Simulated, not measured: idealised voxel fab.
Process module heading - voxel self aligned vias
We display cut, a cross-section 210 nm in width whose square cells are each 5 nm.
Just so we're on the same page, the cross-sections are grids of square cells, and they're listed out in bands top to bottom, each band one or more rows deep. Per band: top height and bottom height in nm, followed by the left-to-right materials and their widths in nm; "full width" marks a single material spanning edge to edge, "air" marks empty space. A quick word on heights: they are counted from 0, and under that level the wafer as it came to us is one material throughout. The lowest band is different from the rest in having no bottom; it simply continues downward, written as in "top 0, no bottom". The notation "30->40" denotes a width that varies across the rows of cells in the band, beginning at the first number in the top row, finishing at the second number in the bottom row, and changing by an identical amount from each row to the next. For the purposes of this document, the phrase "same as before" attached to a step denotes that no cell within the cross-section was modified by that step. "Cavities, sealed" enumerates empty spaces isolated from the top, with no open way to it, that contain at least 8 cells, giving each as width x height at distance from the left edge, all three in nm. It should be noted that, on the line of a given step, the content following the step's settings is a remark produced by the simulator itself with respect to that step. overlay nm: right-of-plan distance of the mask on a masked step; negative values mean left-of-plan.
# The process steps that were planned are listed below
step 1: RECEIVE: material Si
step 2: CONFORMAL_DEP: material SiO2, thk nm 10
step 3: CONFORMAL_DEP: material SiCN, thk nm 5
step 4: DIRECTIONAL_DEP: material lowk, thk nm 30
step 5: PATTERN: tone open, mask id LINES, material resist, width nm 20, pitch nm 55, thk nm 15, overlay nm 0
step 6: DIRECTIONAL_ETCH: etch materials lowk, depth nm 30
step 7: STRIP: etch materials resist
step 8: CONFORMAL_DEP: material TiN, thk nm 5
step 9: FILL_DEP: material W, thk nm 10
step 10: CMP: height nm 45
step 11: SELECTIVE_ETCH: etch materials W Ru TiN, depth nm 10
step 12: FILL_DEP: material SiN, thk nm 5
step 13: CMP: height nm 45
step 14: DIRECTIONAL_DEP: material lowk, thk nm 20
step 15: MASKED_ETCH: tone open, mask id VIAS, width nm 40, etch materials lowk, depth nm 20, overlay nm 0
step 16: MASKED_ETCH: tone open, mask id VIAS, width nm 40, etch materials SiN, depth nm 10, overlay nm 0
step 17: CONFORMAL_DEP: material TiN, thk nm 5
step 18: FILL_DEP: material W, thk nm 10
step 19: CMP: height nm 65
step 20: CONFORMAL_DEP: material SiCN, thk nm 5
# Concerning the first of two wafers, which was run in accordance with the plan
# As received (post step 1): cross-section
> top 0, no bottom: Si full width
> Cavities, sealed: none
# Cross-section of the wafer after step 2
> top 10, bottom 0: SiO2 full width
> Below 0, no change.
# Cross-section of the wafer after step 3
> top 15, bottom 10: SiCN full width
> Below 10, no change.
# Cross-section of the wafer after step 4
> top 45, bottom 15: lowk full width
> Below 15, no change.
# Cross-section of the wafer after step 5
> top 60, bottom 45: resist (65); air (20); resist (35); air (20); resist (70)
> Below 45, no change.
# Cross-section of the wafer after step 6
> top 60, bottom 45: resist (65); air (20); resist (35); air (20); resist (70)
> top 45, bottom 15: lowk (65); air (20); lowk (35); air (20); lowk (70)
> Below 15, no change.
# Cross-section of the wafer after step 7
> top 45, bottom 15: lowk (65); air (20); lowk (35); air (20); lowk (70)
> Below 15, no change.
# Cross-section of the wafer after step 8
> top 50, bottom 45: TiN (70); air (10); TiN (45); air (10); TiN (75)
> top 45, bottom 20: lowk (65); TiN (5); air (10); TiN (5); lowk (35); TiN (5); air (10); TiN (5); lowk (70)
> top 20, bottom 15: lowk (65); TiN (20); lowk (35); TiN (20); lowk (70)
> Below 15, no change.
# Cross-section of the wafer after step 9
> top 60, bottom 50: W full width
> top 50, bottom 45: TiN (70); W (10); TiN (45); W (10); TiN (75)
> top 45, bottom 20: lowk (65); TiN (5); W (10); TiN (5); lowk (35); TiN (5); W (10); TiN (5); lowk (70)
> Below 20, no change.
# Cross-section of the wafer after step 10
> top 45, bottom 20: lowk (65); TiN (5); W (10); TiN (5); lowk (35); TiN (5); W (10); TiN (5); lowk (70)
> Below 20, no change.
# Cross-section of the wafer after step 11
> top 45, bottom 35: lowk (65); air (20); lowk (35); air (20); lowk (70)
> Below 35, no change.
# Cross-section of the wafer after step 12
> top 50, bottom 45: SiN full width
> top 45, bottom 35: lowk (65); SiN (20); lowk (35); SiN (20); lowk (70)
> Below 35, no change.
# Cross-section of the wafer after step 13
> top 45, bottom 35: lowk (65); SiN (20); lowk (35); SiN (20); lowk (70)
> Below 35, no change.
# Cross-section of the wafer after step 14
> top 65, bottom 45: lowk full width
> Below 45, no change.
# Cross-section of the wafer after step 15
> top 65, bottom 45: lowk (55); air (40); lowk (115)
> Below 45, no change.
# Cross-section of the wafer after step 16
> top 65, bottom 45: lowk (55); air (40); lowk (115)
> top 45, bottom 35: lowk (65); air (20); lowk (35); SiN (20); lowk (70)
> Below 35, no change.
# Cross-section of the wafer after step 17
> top 70, bottom 65: TiN (60); air (30); TiN (120)
> top 65, bottom 50: lowk (55); TiN (5); air (30); TiN (5); lowk (115)
> top 50, bottom 45: lowk (55); TiN (15); air (10); TiN (15); lowk (115)
> top 45, bottom 40: lowk (65); TiN (5); air (10); TiN (5); lowk (35); SiN (20); lowk (70)
> top 40, bottom 35: lowk (65); TiN (20); lowk (35); SiN (20); lowk (70)
> Below 35, no change.
# Cross-section of the wafer after step 18
> top 80, bottom 70: W full width
> top 70, bottom 65: TiN (60); W (30); TiN (120)
> top 65, bottom 50: lowk (55); TiN (5); W (30); TiN (5); lowk (115)
> top 50, bottom 45: lowk (55); TiN (15); W (10); TiN (15); lowk (115)
> top 45, bottom 40: lowk (65); TiN (5); W (10); TiN (5); lowk (35); SiN (20); lowk (70)
> Below 40, no change.
# Cross-section of the wafer after step 19
> top 65, bottom 50: lowk (55); TiN (5); W (30); TiN (5); lowk (115)
> Below 50, no change.
# Cross-section of the wafer after step 20
> top 70, bottom 65: SiCN full width
> Below 65, no change.
# Second of two: same start, same plan, one run error; steps up to and including 14 match the first
# Cross-sectional representation of the second wafer at the time designated in the plan for the completion of step 15
> top 65, bottom 45: lowk (55); air (40); lowk (115)
> top 45, bottom 35: lowk (55); air (10); SiN (20); air (10); lowk (25); SiN (20); lowk (70)
> top 35, bottom 25: lowk (55); air (10); TiN (5); W (10); TiN (5); air (10); lowk (25); TiN (5); W (10); TiN (5); lowk (70)
> Below 25, no change.
# Cross-sectional representation of the second wafer at the time designated in the plan for the completion of step 16
> top 65, bottom 45: lowk (55); air (40); lowk (115)
> top 45, bottom 35: lowk (55); air (40); lowk (25); SiN (20); lowk (70)
> Below 35, no change.
# Cross-sectional representation of the second wafer at the time designated in the plan for the completion of step 17
> top 70, bottom 65: TiN (60); air (30); TiN (120)
> top 65, bottom 45: lowk (55); TiN (5); air (30); TiN (5); lowk (115)
> top 45, bottom 40: lowk (55); TiN (5); air (30); TiN (5); lowk (25); SiN (20); lowk (70)
> top 40, bottom 35: lowk (55); TiN (40); lowk (25); SiN (20); lowk (70)
> top 35, bottom 25: lowk (55); TiN (15); W (10); TiN (15); lowk (25); TiN (5); W (10); TiN (5); lowk (70)
> Below 25, no change.
# Cross-sectional representation of the second wafer at the time designated in the plan for the completion of step 18
> top 80, bottom 70: W full width
> top 70, bottom 65: TiN (60); W (30); TiN (120)
> top 65, bottom 45: lowk (55); TiN (5); W (30); TiN (5); lowk (115)
> top 45, bottom 40: lowk (55); TiN (5); W (30); TiN (5); lowk (25); SiN (20); lowk (70)
> Below 40, no change.
# Cross-sectional representation of the second wafer at the time designated in the plan for the completion of step 19
> top 65, bottom 45: lowk (55); TiN (5); W (30); TiN (5); lowk (115)
> Below 45, no change.
# Cross-sectional representation of the second wafer at the time designated in the plan for the completion of step 20
> top 70, bottom 65: SiCN full width
> Below 65, no change.
In executing the process, a mistake was made relative to the plan: the plan's step 15 ran twice
End check, counted in cells, second wafer has more or fewer of these materials than the first: +8 TiN; +8 W; -16 lowk
